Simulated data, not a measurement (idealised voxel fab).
process module | voxel gate over fins
cross-section cut | 280 nm wide | cells 5 nm
A cross-section is a grid of square cells, given in bands from the top down. A band is one or more rows of cells.
Each band's line starts with the height of the band's top and of its bottom, in nm. Then come its materials from left to right, each with its width in nm. One material with "throughout" fills the band from edge to edge. "air" is empty space.
Height 0 is the level under which the wafer as received is all one material. The lowest band goes on downwards, as in "0 down".
A width such as "30 to 40" changes by the same amount from each row of cells to the next, from the band's top row to its bottom row.
"no change" after a step means that no cell of the cross-section changed.
closed voids: empty space of 8 cells or more with no open way to the top, each as width x height at its distance from the left edge, in nm
after a step's settings: what the simulator itself notes on the step
overlay nm, on a step with a mask: how far to the right of its planned place the mask lay; to the left if negative
plan
1 op RECEIVE | material Si
2 op CONFORMAL_DEP | material SiN | thk nm 10
3 op MASKED_ETCH | tone cover | mask id FINS | width nm 15 | pitch nm 55 | etch materials SiN | depth nm 10 | overlay nm 0
4 op MASKED_ETCH | tone cover | mask id FINS | width nm 15 | pitch nm 55 | etch materials Si | depth nm 30 | overlay nm 0
5 op OXIDIZE | depth nm 5
6 op FILL_DEP | material SiO2 | thk nm 5
7 op CMP | height nm 10
8 op PATTERN | tone open | mask id RAIL | material resist | width nm 15 | thk nm 15 | overlay nm 0
9 op DIRECTIONAL_ETCH | etch materials SiO2 | depth nm 35
10 op STRIP | etch materials resist
11 op CONFORMAL_DEP | material TiN | thk nm 5
12 op FILL_DEP | material Ru | thk nm 10
13 op CMP | height nm 10
14 op SELECTIVE_ETCH | etch materials W Ru TiN | depth nm 25
15 op FILL_DEP | material SiO2 | thk nm 5
16 op CMP | height nm 10
17 op SELECTIVE_ETCH | etch materials SiO2 | depth nm 20
18 op STRIP | etch materials SiN
19 op CONFORMAL_DEP | material HfO2 | thk nm 5
20 op CONFORMAL_DEP | material TiN | thk nm 5
21 op FILL_DEP | material W | thk nm 10
22 op CMP | height nm 15
23 op CONFORMAL_DEP | material SiN | thk nm 5
as received, after step 1
  0 down: Si throughout
  closed voids: none
first wafer at the end, as planned
  20 to 15: SiN throughout
  15 to 10: W throughout
  10 to 5: W 45 | TiN 25 | W 30 | TiN 25 | W 30 | TiN 25 | W 30 | TiN 25 | W 45
  5 to 0: W 45 | TiN 5 | HfO2 15 | TiN 5 | W 30 | TiN 5 | HfO2 15 | TiN 5 | W 30 | TiN 5 | HfO2 15 | TiN 5 | W 30 | TiN 5 | HfO2 15 | TiN 5 | W 45
  0 to -5: TiN 50 | HfO2 5 | Si 5 | HfO2 5 | TiN 40 | HfO2 5 | Si 5 | HfO2 5 | TiN 40 | HfO2 5 | Si 5 | HfO2 5 | TiN 40 | HfO2 5 | Si 5 | HfO2 5 | TiN 50
  -5 to -10: HfO2 55 | Si 5 | HfO2 50 | Si 5 | HfO2 50 | Si 5 | HfO2 50 | Si 5 | HfO2 55
  -10 to -15: SiO2 55 | Si 5 | SiO2 50 | Si 5 | SiO2 50 | Si 5 | SiO2 50 | Si 5 | SiO2 55
  -15 to -20: SiO2 55 | Si 5 | SiO2 15 | TiN 5 | Ru 5 | TiN 5 | SiO2 20 | Si 5 | SiO2 50 | Si 5 | SiO2 50 | Si 5 | SiO2 55
  -20 to -25: SiO2 55 | Si 5 | SiO2 15 | TiN 15 | SiO2 20 | Si 5 | SiO2 50 | Si 5 | SiO2 50 | Si 5 | SiO2 55
  -25 to -35: SiO2 55 | Si 5 | SiO2 50 | Si 5 | SiO2 50 | Si 5 | SiO2 50 | Si 5 | SiO2 55
  -35 down: Si throughout
  closed voids: none
second wafer at the end: like start, like plan, one mistake
  20 to 15: SiN throughout
  15 to 10: W throughout
  10 to 5: W 45 | TiN 25 | W 30 | TiN 25 | W 30 | TiN 25 | W 30 | TiN 25 | W 45
  5 to 0: W 45 | TiN 5 | HfO2 15 | TiN 5 | W 30 | TiN 5 | HfO2 15 | TiN 5 | W 30 | TiN 5 | HfO2 15 | TiN 5 | W 30 | TiN 5 | HfO2 15 | TiN 5 | W 45
  0 to -5: TiN 50 | HfO2 5 | Si 5 | HfO2 5 | TiN 40 | HfO2 5 | Si 5 | HfO2 5 | TiN 40 | HfO2 5 | Si 5 | HfO2 5 | TiN 40 | HfO2 5 | Si 5 | HfO2 5 | TiN 50
  -5 to -10: HfO2 55 | Si 5 | HfO2 50 | Si 5 | HfO2 50 | Si 5 | HfO2 50 | Si 5 | HfO2 55
  -10 to -15: SiO2 55 | Si 5 | SiO2 50 | Si 5 | SiO2 50 | Si 5 | SiO2 50 | Si 5 | SiO2 55
  -15 to -30: Ru 50 | SiO2 5 | Si 5 | SiO2 5 | Ru 40 | SiO2 5 | Si 5 | SiO2 5 | Ru 40 | SiO2 5 | Si 5 | SiO2 5 | Ru 40 | SiO2 5 | Si 5 | SiO2 5 | Ru 50
  -30 to -35: SiO2 55 | Si 5 | SiO2 50 | Si 5 | SiO2 50 | Si 5 | SiO2 50 | Si 5 | SiO2 55
  -35 down: Si throughout
  closed voids: none
what went wrong: step 6 ran as: op FILL_DEP | material Ru | thk nm 5
at the end the second wafer has, in cells: 131 more of Ru | 126 fewer of SiO2 | 5 fewer of TiN
